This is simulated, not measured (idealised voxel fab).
The following is a process module called voxel ribs on slabs.
Square cells of 5 nm make up the cross-section cut, whose width is 250 nm.
Format of a cross-section: grid, square cells. Given as bands. Order: top down. Band: one or more rows of cells.
In this notation a band is specified by the heights of its top and bottom, in that order and in nm, after which its materials appear from left to right, each paired with its width in nm. The word "throughout" attached to a single material means that material fills the band from edge to edge; the word "blank" stands for empty space.
Heights from 0 (as-received wafer is one material below). Bottom band endless downward, as "0..down".
Read "30 to 40" as a graded width: first number on top, second number at the bottom, same change between each pair of neighbouring rows.
What does "no change" mean for a step? It means no cell of the cross-section changed in that step.
Sealed cavities: empty space of 8 cells or more with no open way to the top, each as width x height at its distance from the left edge, in nm
after a step's settings: what the simulator itself notes on the step
overlay nm, on a step with a mask: how far to the right of its planned place the mask lay; to the left if negative

[Here's what the planned process steps look like]
1) RECEIVE (material Si)
2) DIRECTIONAL_DEP (material SiO2; thk nm 30)
3) DIRECTIONAL_DEP (material SiN; thk nm 15)
4) PATTERN (tone cover; mask id RIB; material resist; width nm 25; thk nm 15; overlay nm 0)
5) DIRECTIONAL_ETCH (etch materials SiN; depth nm 5)
6) STRIP (etch materials resist)
7) MASKED_ETCH (tone cover; mask id SLAB; width nm 55; etch materials SiN; depth nm 10; overlay nm 0)
8) FILL_DEP (material SiO2; thk nm 20)
9) CMP (height nm 60)
10) DIRECTIONAL_DEP (material W; thk nm 5)
11) MASKED_ETCH (tone cover; mask id HEATER; width nm 35; etch materials W; depth nm 5; overlay nm -15)
12) CONFORMAL_DEP (material SiN; thk nm 10)
Every wafer here starts from the same state; it is the step 11 overlay nm that distinguishes them, and the value the plan gives belongs to the first wafer.

[Incoming state of the first of several wafers in cross-section: after step 1]
* 0..down: Si throughout
* Sealed cavities: none

[first wafer at the end, after step 12]
* 75..70: 80 of blank, then 55 of SiN, then 115 of blank
* 70..65: SiN throughout
* 65..60: 90 of SiN, then 35 of W, then 125 of SiN
* 60..45: SiO2 throughout
* 45..40: 110 of SiO2, then 25 of SiN, then 115 of SiO2
* 40..30: 95 of SiO2, then 55 of SiN, then 100 of SiO2
* 30..0: SiO2 throughout
* 0..down: Si throughout
* Sealed cavities: none

[Wafer cross-section (last wafer, module end)]
* 75..70: 110 of blank, then 55 of SiN, then 85 of blank
* 70..65: SiN throughout
* 65..60: 120 of SiN, then 35 of W, then 95 of SiN
* 60..45: SiO2 throughout
* 45..40: 110 of SiO2, then 25 of SiN, then 115 of SiO2
* 40..30: 95 of SiO2, then 55 of SiN, then 100 of SiO2
* 30..0: SiO2 throughout
* 0..down: Si throughout
* Sealed cavities: none

[Tabulated below, wafer by wafer, are the end-of-module results: for each material, the number of cells gained (+) or lost (-) relative to the as-received state, followed by the closed voids]
overlay nm -15 | +131 SiN | +573 SiO2 | +7 W | Sealed cavities: none
overlay nm -10 | +131 SiN | +573 SiO2 | +7 W | Sealed cavities: none
overlay nm -5 | +131 SiN | +573 SiO2 | +7 W | Sealed cavities: none
overlay nm 0 | +131 SiN | +573 SiO2 | +7 W | Sealed cavities: none
overlay nm 5 | +131 SiN | +573 SiO2 | +7 W | Sealed cavities: none
overlay nm 10 | +131 SiN | +573 SiO2 | +7 W | Sealed cavities: none
overlay nm 15 | +131 SiN | +573 SiO2 | +7 W | Sealed cavities: none
